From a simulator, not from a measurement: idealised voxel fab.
A process module follows: voxel quadruple lines.
The figure presents cross-section cut, which has a width of 200 nm and is divided into square cells with an edge length of 5 nm.
Cross-section = grid of square cells, listed top down in bands; band = one or more rows. This entry defines a band. It first specifies the height of the band's top and the height of its bottom in nm, and then specifies the band's materials from left to right, stating each material with its width in nm. The word "edge to edge" identifies a single material that fills the band from edge to edge, while the word "air" identifies empty space. Height datum 0, below which the as-received substrate wafer is one material. Lowest band open at the bottom, running downward: "0 -> down". A width such as "30->40" changes by the same amount from each row of cells to the next, from the band's top row to its bottom row. You'll sometimes find "no alterations made" written for a step, and that's the way of saying that nowhere in the cross-section did a cell change during that step. "Enclosed voids" lists enclosed empty spaces (at least 8 cells, no open path upward to the top), each as width x height at distance from the left edge, in nm. It should be noted that, on the line of a given step, the content following the step's settings is a remark produced by the simulator itself with respect to that step. The "overlay nm" setting may appear on a step's line; for a step that uses a mask, it gives how far to the right of its planned position the mask lay, and a negative value indicates the left.

**These are the steps we planned for the process**
1: op RECEIVE | material Si
2: op CONFORMAL_DEP | material Al2O3 | thk nm 5
3: op DIRECTIONAL_DEP | material Ru | thk nm 10
4: op DIRECTIONAL_DEP | material polySi | thk nm 20
5: op DIRECTIONAL_DEP | material aC | thk nm 20
6: op PATTERN | tone cover | mask id MANDREL | material resist | width nm 15 | pitch nm 60 | thk nm 30 | overlay nm 0
7: op DIRECTIONAL_ETCH | etch materials aC | depth nm 20
8: op STRIP | etch materials resist
9: op CONFORMAL_DEP | material SiO2 | thk nm 10
10: op DIRECTIONAL_ETCH | etch materials SiO2 | depth nm 10
11: op STRIP | etch materials aC
12: op DIRECTIONAL_ETCH | etch materials polySi | depth nm 20
13: op STRIP | etch materials SiO2
14: op CONFORMAL_DEP | material SiN | thk nm 5
15: op DIRECTIONAL_ETCH | etch materials SiN | depth nm 5
16: op STRIP | etch materials polySi
17: op DIRECTIONAL_ETCH | etch materials Ru | depth nm 10
18: op STRIP | etch materials SiN
19: op FILL_DEP | material SiO2 | thk nm 10
20: op CMP | height nm 15
For clarity, it should be stated that the wafers under discussion commence in an identical condition and differ with respect to the width nm of step 6, the plan indicating the value that the first wafer had.

**Here's the first of the wafers in cross-section, just as we got it, i.e. after step 1**
0 -> down = Si edge to edge
Enclosed voids: none

**Module end state after final step 20: cross-section of the first of several wafers**
15 -> 5 = 50 SiO2  5 Ru  10 SiO2  5 Ru  5 SiO2  5 Ru  10 SiO2  5 Ru  15 SiO2  5 Ru  10 SiO2  5 Ru  5 SiO2  5 Ru  10 SiO2  5 Ru  45 SiO2
5 -> 0 = Al2O3 edge to edge
0 -> down = Si edge to edge
Enclosed voids: none

**Module end, final wafer: cross-section**
15 -> 5 = 40 SiO2  5 Ru  10 SiO2  5 Ru  25 SiO2  5 Ru  10 SiO2  5 Ru  10 SiO2  5 Ru  25 SiO2  5 Ru  10 SiO2  5 Ru  35 SiO2
5 -> 0 = Al2O3 edge to edge
0 -> down = Si edge to edge
Enclosed voids: none

**What follows is a table in which each wafer occupies a row; for the wafer as it stands at the close of the module, the row states, material by material, how many cells have been gained (+) or lost (-) since receipt, and then gives its closed voids**
width nm 15; +40 Al2O3; +16 Ru; +64 SiO2; Enclosed voids: none
width nm 20; +40 Al2O3; +16 Ru; +64 SiO2; Enclosed voids: none
width nm 25; +40 Al2O3; +16 Ru; +64 SiO2; Enclosed voids: none
width nm 30; +40 Al2O3; +16 Ru; +64 SiO2; Enclosed voids: none
width nm 35; +40 Al2O3; +14 Ru; +66 SiO2; Enclosed voids: none
